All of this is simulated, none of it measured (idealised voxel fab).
process module | voxel gate over fins
Pictured: cross-section cut, 295 nm wide, on a grid of 5 nm square cells.
A cross-section is written here as square cells arranged in a grid, and it is given in bands from the top down, each band taking up one or more rows of cells. In this notation a band is specified by the heights of its top and bottom, in that order and in nm, after which its materials appear from left to right, each paired with its width in nm. The word "edge to edge" attached to a single material means that material fills the band from edge to edge; the word "blank" stands for empty space. Basically, 0 is our baseline, since under it the wafer straight out of the box is all one material. The bottom band has no lower end and keeps on going down, so it looks like "top 0, no bottom". Width "30..40": first value at the band's top row of cells, second value at its bottom row, equal change from row to row. Reading "changes: none" for a step: not a cell of the cross-section changed in it. What "Catalogued sealed voids" gives you is every empty space of 8 cells or more that is cut off from the top. Each appears as width x height at distance, with the distance taken from the left edge and width, height and distance all in nm. Where a step's line continues beyond its settings, the continuation is a remark by the simulator itself on that step. The optional step-line setting "overlay nm" applies to steps with a mask and quantifies how far to the right of its planned location the mask lay, a negative value indicating leftward placement.
The following list gives the planned process steps:
1. op RECEIVE | material Si
2. op CONFORMAL_DEP | material SiN | thk nm 5
3. op MASKED_ETCH | tone cover | mask id FINS | width nm 15 | pitch nm 40 | etch materials SiN | depth nm 5 | overlay nm 0
4. op MASKED_ETCH | tone cover | mask id FINS | width nm 15 | pitch nm 40 | etch materials Si | depth nm 35 | overlay nm 0
5. op FILL_DEP | material SiO2 | thk nm 5
6. op CMP | height nm 5
7. op SELECTIVE_ETCH | etch materials SiO2 | depth nm 20
8. op STRIP | etch materials SiN
9. op CONFORMAL_DEP | material HfO2 | thk nm 5
10. op CONFORMAL_DEP | material TiN | thk nm 5
11. op FILL_DEP | material W | thk nm 15
12. op CMP | height nm 20
13. op CONFORMAL_DEP | material SiN | thk nm 5
Delivered wafer in cross-section: state after step 1:
* top 0, no bottom  Si edge to edge
* Catalogued sealed voids: none
Final wafer profile in cross-section after the module, from the same start and plan as above, with one mistake made during processing:
* top 25, bottom 20  SiN edge to edge
* top 20, bottom 10  W edge to edge
* top 10, bottom 5  W 70 nm, then TiN 35 nm, then W 5 nm, then TiN 35 nm, then W 5 nm, then TiN 35 nm, then W 5 nm, then TiN 35 nm, then W 70 nm
* top 5, bottom 0  W 70 nm, then TiN 5 nm, then HfO2 25 nm, then TiN 5 nm, then W 5 nm, then TiN 5 nm, then HfO2 25 nm, then TiN 5 nm, then W 5 nm, then TiN 5 nm, then HfO2 25 nm, then TiN 5 nm, then W 5 nm, then TiN 5 nm, then HfO2 25 nm, then TiN 5 nm, then W 70 nm
* top 0, bottom -5  W 70 nm, then TiN 5 nm, then HfO2 5 nm, then Si 15 nm, then HfO2 5 nm, then TiN 5 nm, then W 5 nm, then TiN 5 nm, then HfO2 5 nm, then Si 15 nm, then HfO2 5 nm, then TiN 5 nm, then W 5 nm, then TiN 5 nm, then HfO2 5 nm, then Si 15 nm, then HfO2 5 nm, then TiN 5 nm, then W 5 nm, then TiN 5 nm, then HfO2 5 nm, then Si 15 nm, then HfO2 5 nm, then TiN 5 nm, then W 70 nm
* top -5, bottom -10  TiN 75 nm, then HfO2 5 nm, then Si 15 nm, then HfO2 5 nm, then TiN 5 nm, then W 5 nm, then TiN 5 nm, then HfO2 5 nm, then Si 15 nm, then HfO2 5 nm, then TiN 5 nm, then W 5 nm, then TiN 5 nm, then HfO2 5 nm, then Si 15 nm, then HfO2 5 nm, then TiN 5 nm, then W 5 nm, then TiN 5 nm, then HfO2 5 nm, then Si 15 nm, then HfO2 5 nm, then TiN 75 nm
* top -10, bottom -15  HfO2 65 nm, then TiN 10 nm, then HfO2 5 nm, then Si 15 nm, then HfO2 5 nm, then TiN 15 nm, then HfO2 5 nm, then Si 15 nm, then HfO2 5 nm, then TiN 15 nm, then HfO2 5 nm, then Si 15 nm, then HfO2 5 nm, then TiN 15 nm, then HfO2 5 nm, then Si 15 nm, then HfO2 5 nm, then TiN 10 nm, then HfO2 65 nm
* top -15, bottom -20  SiO2 60 nm, then HfO2 20 nm, then Si 15 nm, then HfO2 25 nm, then Si 15 nm, then HfO2 25 nm, then Si 15 nm, then HfO2 25 nm, then Si 15 nm, then HfO2 20 nm, then SiO2 60 nm
* top -20, bottom -35  SiO2 80 nm, then Si 15 nm, then SiO2 25 nm, then Si 15 nm, then SiO2 25 nm, then Si 15 nm, then SiO2 25 nm, then Si 15 nm, then SiO2 80 nm
* top -35, no bottom  Si edge to edge
* Catalogued sealed voids: none
Run error: a sequencing error occurred in which plan steps 7 and 8 were transposed
